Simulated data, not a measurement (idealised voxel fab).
The process module presented herein is designated voxel air gaps.
Square cell edge 5 nm, section width 240 nm, ID cut.
Reading order for cross-sections: top band down to bottom band. Underlying form: a grid of square cells. Band size: one or more rows of cells. First you get the band's top height and its bottom height, in nm, and then the materials it's made of, left to right, with each width in nm. If you see a single material with "full width", that one covers the band edge to edge. "blank" is empty space. The reference from which all heights are counted is 0, the level beneath which the as-received wafer is entirely one material; the lowest band, having no lower bound, proceeds downward and is written after the example "from 0 down". A width given as "30 to 40" starts at the first number in the band's top row and ends at the second number in its bottom row, shifting by an equal amount at every step from row to row. "all unchanged", as given for a step, is the statement that not any cell of the cross-section underwent a change during that step. You'll see "Sealed void list" listing empty spaces that have no way open to the top, as long as they're 8 cells or more; the notation is width x height at distance, where the distance is from the left edge, and all of it is in nm. Formally, on a step line, whatever follows the settings is a remark that the simulator itself makes on the step. "overlay nm" answers the question of how far to the right of plan the mask lay on a step that has a mask, and when it is negative the answer is to the left.

SO HERE'S THE LINEUP OF PROCESS STEPS WE PLANNED
1) RECEIVE with material Si
2) CONFORMAL_DEP with material SiO2, thk nm 15
3) CONFORMAL_DEP with material SiN, thk nm 5
4) DIRECTIONAL_DEP with material SiO2, thk nm 30
5) MASKED_ETCH with tone open, mask id LINES, width nm 25, pitch nm 55, etch materials SiO2, depth nm 30, overlay nm 0
6) CONFORMAL_DEP with material TiN, thk nm 5
7) FILL_DEP with material W, thk nm 5
8) CMP with height nm 50
9) EPI with material Ru, thk nm 10
10) SELECTIVE_ETCH with etch materials SiO2, depth nm 40
11) CONFORMAL_DEP with material SiN, thk nm 5

AS RECEIVED, AFTER STEP 1
- from 0 down: Si full width
- Sealed void list: none

FIRST WAFER OF TWO, SECTIONED AT END OF MODULE; RUN WENT PER PLAN
- from 65 to 60: blank (35); SiN (165); blank (40)
- from 60 to 50: blank (35); SiN (5); Ru (45); SiN (10); Ru (45); SiN (10); Ru (45); SiN (5); blank (40)
- from 50 to 45: blank (35); SiN (15); TiN (5); W (15); TiN (5); SiN (30); TiN (5); W (15); TiN (5); SiN (30); TiN (5); W (15); TiN (5); SiN (15); blank (40)
- from 45 to 25: blank (45); SiN (5); TiN (5); W (15); TiN (5); SiN (5); blank (20); SiN (5); TiN (5); W (15); TiN (5); SiN (5); blank (20); SiN (5); TiN (5); W (15); TiN (5); SiN (5); blank (50)
- from 25 to 20: SiN (50); TiN (25); SiN (30); TiN (25); SiN (30); TiN (25); SiN (55)
- from 20 to 15: SiN full width
- from 15 to 0: SiO2 full width
- from 0 down: Si full width
- Sealed void list: 20 x 20 at 80; 20 x 20 at 135

SECOND WAFER CROSS-SECTION AT END OF MODULE - SHARED START AND PLAN WITH THE FIRST, ONE MISTAKE IN THE RUN
- from 65 to 60: blank (35); SiN (165); blank (40)
- from 60 to 50: blank (35); SiN (5); Ru (45); SiN (10); Ru (45); SiN (10); Ru (45); SiN (5); blank (40)
- from 50 to 45: blank (35); SiN (15); TiN (5); W (15); TiN (5); SiN (30); TiN (5); W (15); TiN (5); SiN (30); TiN (5); W (15); TiN (5); SiN (15); blank (40)
- from 45 to 40: blank (45); SiN (5); TiN (5); W (15); TiN (5); SiN (5); blank (20); SiN (5); TiN (5); W (15); TiN (5); SiN (5); blank (20); SiN (5); TiN (5); W (15); TiN (5); SiN (5); blank (50)
- from 40 to 35: SiN (50); TiN (25); SiN (30); TiN (25); SiN (30); TiN (25); SiN (55)
- from 35 to 30: SiN full width
- from 30 to 0: SiO2 full width
- from 0 down: Si full width
- Sealed void list: none
Run error: step 2 of the plan was twice carried out
Final tally in cells, some materials are higher or lower on the second wafer than on the first: 18 fewer of SiN, 144 more of SiO2, 18 fewer of TiN, 27 fewer of W
At process end, closed voids number 2 in the first wafer and 0 in the second wafer.
